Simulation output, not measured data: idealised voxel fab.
The name of this process module is voxel lift off.
For reference, the cross-section in this document is cut, with width 265 nm and square cells of 5 nm.
If you're reading a cross-section in this doc, picture square cells in a grid; it comes to you as bands, top ones listed first down to the bottom, and a band can be one or more rows of cells.
Within each band entry, the heights of the top and of the bottom of the band appear first, in that order and in nm; the materials of the band then follow from left to right, each with its corresponding width in nm. The designation "everywhere" on a single material indicates that it fills the band from edge to edge; the designation "air" indicates empty space.
Heights are expressed relative to 0, this being the level below which the as-received wafer comprises one material exclusively. The lowest band is unbounded in the downward direction and is denoted as in "top 0, no bottom".
Width "30->40": first value at the band's top row of cells, second value at its bottom row, equal change from row to row.
The cross-section has no changed cell in any step marked "no alteration".
Closed empty spaces (no open way to the top) of 8 cells or more are what "Closed void catalog" lists, each as width x height at distance from the left edge, nm for all three.
If you see something after the settings on a step's line, that's the simulator's own remark about that step.
The line of a step may include "overlay nm". On a step with a mask, this value is how far to the right of its planned place the mask lay. A negative value means the mask lay to the left.

PROCESS STEPS - PLAN
1: RECEIVE: material Si
2: CONFORMAL_DEP: material SiO2, thk nm 5
3: PATTERN: tone open, mask id LINES, material resist, width nm 30, pitch nm 50, thk nm 25, overlay nm 0
4: DIRECTIONAL_DEP: material Ru, thk nm 15
5: STRIP: etch materials resist
6: CONFORMAL_DEP: material SiN, thk nm 5

WAFER CROSS-SECTION ON RECEIPT, I.E. AFTER STEP 1
- top 0, no bottom | Si everywhere
- Closed void catalog: none

END-OF-MODULE CROSS-SECTION. STARTING STRUCTURE AND PROCESS PLAN AS ABOVE; ONE MISTAKE MADE IN RUNNING IT
- top 25, bottom 20 | air 65 / SiN 35 / air 15 / SiN 35 / air 15 / SiN 35 / air 65
- top 20, bottom 10 | air 65 / SiN 5 / Ru 25 / SiN 5 / air 15 / SiN 5 / Ru 25 / SiN 5 / air 15 / SiN 5 / Ru 25 / SiN 5 / air 65
- top 10, bottom 5 | SiN 70 / Ru 25 / SiN 25 / Ru 25 / SiN 25 / Ru 25 / SiN 70
- top 5, bottom 0 | SiO2 everywhere
- top 0, no bottom | Si everywhere
- Closed void catalog: none
Where did the run depart from the plan? off-plan run, step 3, actual operation and settings PATTERN: tone open, mask id LINES, material resist, width nm 25, pitch nm 50, thk nm 25, overlay nm 0
